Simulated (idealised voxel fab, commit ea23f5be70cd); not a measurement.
Process module name: voxel ribs on slabs
FYI the section here is cut, 155 nm wide, cells are 5 nm squares.
Format of a cross-section: grid, square cells. Given as bands. Order: top down. Band: one or more rows of cells. A band entry consists of two parts. The first gives the height of the band's top and the height of its bottom, in nm. The rest lists the band's materials from left to right, each with its width in nm. A single material labelled with the word "edge to edge" fills the band from edge to edge, and the word "air" marks empty space. Convention: height 0 is the level below which the wafer, as received, is all one material. The lowest band does not terminate at the bottom but continues downward, represented as "top 0, no bottom". The notation "30 to 40" denotes a width that varies across the rows of cells in the band, beginning at the first number in the top row, finishing at the second number in the bottom row, and changing by an identical amount from each row to the next. A step reported as "nothing altered" is a step in which no cell of the cross-section changed. "Enclosed void listing" specifies each empty space that is not open to the top and that occupies no fewer than 8 cells, using the form width x height at distance, the distance measured from the left edge and all three quantities in nm. Anything after a step's settings on that line? It's the simulator's own note about the step. overlay nm: mask offset rightward from planned place, masked step; negative means leftward offset.
Listed below are the process steps as planned
| 1 | RECEIVE with material Si |
| 2 | DIRECTIONAL_DEP with material SiO2, thk nm 20 |
| 3 | DIRECTIONAL_DEP with material polySi, thk nm 25 |
| 4 | MASKED_ETCH with tone cover, mask id RIB, width nm 30, etch materials polySi, depth nm 20, overlay nm 0 |
| 5 | DIRECTIONAL_DEP with material aC, thk nm 15 |
| 6 | PATTERN with tone cover, mask id SLAB, material resist, width nm 60, thk nm 35, overlay nm 0 |
| 7 | DIRECTIONAL_ETCH with etch materials aC, depth nm 15 |
| 8 | STRIP with etch materials resist |
| 9 | DIRECTIONAL_ETCH with etch materials polySi, depth nm 5 |
| 10 | STRIP with etch materials aC |
| 11 | FILL_DEP with material SiO2, thk nm 20 |
| 12 | CMP with height nm 60 |
| 13 | DIRECTIONAL_DEP with material W, thk nm 10 |
| 14 | PATTERN with tone cover, mask id HEATER, material resist, width nm 40, thk nm 15, overlay nm 0 |
| 15 | DIRECTIONAL_ETCH with etch materials W, depth nm 10 |
| 16 | STRIP with etch materials resist |
| 17 | CONFORMAL_DEP with material SiO2, thk nm 10 |
Cross-section of the incoming wafer, state after step 1
- top 0, no bottom: Si edge to edge
- Enclosed void listing: none
The first of the two wafers as seen in cross-section once the module was finished; processing followed the plan
- top 80, bottom 70: air: 45 | SiO2: 60 | air: 50
- top 70, bottom 60: SiO2: 55 | W: 40 | SiO2: 60
- top 60, bottom 45: SiO2 edge to edge
- top 45, bottom 25: SiO2: 60 | polySi: 30 | SiO2: 65
- top 25, bottom 20: SiO2: 45 | polySi: 60 | SiO2: 50
- top 20, bottom 0: SiO2 edge to edge
- top 0, no bottom: Si edge to edge
- Enclosed void listing: none
Now the second wafer, cross-sectioned at the end of the module. Nothing different at the start, nothing different in the plan compared with the first, just one mistake when it was actually run
- top 80, bottom 70: air: 45 | SiO2: 60 | air: 50
- top 70, bottom 60: SiO2: 55 | W: 40 | SiO2: 60
- top 60, bottom 50: SiO2: 60 | polySi: 30 | SiO2: 65
- top 50, bottom 45: SiO2: 45 | polySi: 60 | SiO2: 50
- top 45, bottom 20: polySi edge to edge
- top 20, bottom 0: SiO2 edge to edge
- top 0, no bottom: Si edge to edge
- Enclosed void listing: none
Processing error: heads up, step 3 of the plan got done twice
At the finish, the second wafer shows more or fewer cells for some materials than the first does: -143 SiO2 | +143 polySi
